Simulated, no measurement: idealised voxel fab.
process module | voxel self aligned vias
cross-section cut | 275 nm wide | cells 5 nm
A cross-section is a grid of square cells, given in bands from the top down. A band is one or more rows of cells.
Each band's line starts with the height of the band's top and of its bottom, in nm. Then come its materials from left to right, each with its width in nm. One material with "throughout" fills the band from edge to edge. "air" is empty space.
Height 0 is the level under which the wafer as received is all one material. The lowest band goes on downwards, as in "0 down".
A width such as "30 to 40" changes by the same amount from each row of cells to the next, from the band's top row to its bottom row.
"no change" after a step means that no cell of the cross-section changed.
closed voids: empty space of 8 cells or more with no open way to the top, each as width x height at its distance from the left edge, in nm
after a step's settings: what the simulator itself notes on the step
overlay nm, on a step with a mask: how far to the right of its planned place the mask lay; to the left if negative
plan
1 op RECEIVE | material Si
2 op CONFORMAL_DEP | material SiO2 | thk nm 15
3 op CONFORMAL_DEP | material SiCN | thk nm 5
4 op DIRECTIONAL_DEP | material SiO2 | thk nm 20
5 op PATTERN | tone open | mask id LINES | material resist | width nm 20 | pitch nm 70 | thk nm 15 | overlay nm 0
6 op DIRECTIONAL_ETCH | etch materials SiO2 | depth nm 20
7 op STRIP | etch materials resist
8 op CONFORMAL_DEP | material TiN | thk nm 5
9 op FILL_DEP | material W | thk nm 5
10 op CMP | height nm 40
11 op SELECTIVE_ETCH | etch materials W Ru TiN | depth nm 5
12 op FILL_DEP | material SiN | thk nm 5
13 op CMP | height nm 40
14 op DIRECTIONAL_DEP | material SiO2 | thk nm 15
15 op PATTERN | tone open | mask id VIAS | material resist | width nm 40 | pitch nm 140 | thk nm 15 | overlay nm 0
16 op DIRECTIONAL_ETCH | etch materials SiO2 | depth nm 15
17 op DIRECTIONAL_ETCH | etch materials SiN | depth nm 5
18 op STRIP | etch materials resist
19 op CONFORMAL_DEP | material TiN | thk nm 5
20 op FILL_DEP | material Cu | thk nm 10
21 op CMP | height nm 55
22 op CONFORMAL_DEP | material SiN | thk nm 5
as received, after step 1
  0 down: Si throughout
  closed voids: none
first wafer at the end, as planned
  60 to 55: SiN throughout
  55 to 45: SiO2 45 | TiN 5 | Cu 30 | TiN 5 | SiO2 100 | TiN 5 | Cu 30 | TiN 5 | SiO2 50
  45 to 40: SiO2 45 | TiN 15 | Cu 10 | TiN 15 | SiO2 100 | TiN 15 | Cu 10 | TiN 15 | SiO2 50
  40 to 35: SiO2 55 | TiN 20 | SiO2 50 | SiN 20 | SiO2 50 | TiN 20 | SiO2 60
  35 to 25: SiO2 55 | TiN 5 | W 10 | TiN 5 | SiO2 50 | TiN 5 | W 10 | TiN 5 | SiO2 50 | TiN 5 | W 10 | TiN 5 | SiO2 60
  25 to 20: SiO2 55 | TiN 20 | SiO2 50 | TiN 20 | SiO2 50 | TiN 20 | SiO2 60
  20 to 15: SiCN throughout
  15 to 0: SiO2 throughout
  0 down: Si throughout
  closed voids: none
second wafer at the end: like start, like plan, one mistake
  60 to 55: SiN throughout
  55 to 45: SiO2 45 | TiN 5 | Cu 30 | TiN 5 | SiO2 100 | TiN 5 | Cu 30 | TiN 5 | SiO2 50
  45 to 40: SiO2 45 | TiN 15 | Cu 10 | TiN 15 | SiO2 100 | TiN 15 | Cu 10 | TiN 15 | SiO2 50
  40 to 35: SiO2 55 | TiN 20 | SiO2 50 | SiN 20 | SiO2 50 | TiN 20 | SiO2 60
  35 to 25: SiO2 55 | TiN 5 | W 10 | TiN 5 | SiO2 50 | TiN 5 | W 10 | TiN 5 | SiO2 50 | TiN 5 | W 10 | TiN 5 | SiO2 60
  25 to 20: SiO2 55 | TiN 20 | SiO2 50 | TiN 20 | SiO2 50 | TiN 20 | SiO2 60
  20 to 15: Cu throughout
  15 to 0: SiO2 throughout
  0 down: Si throughout
  closed voids: none
what went wrong: step 3 ran as: op CONFORMAL_DEP | material Cu | thk nm 5
at the end the second wafer has, in cells: 55 more of Cu | 55 fewer of SiCN
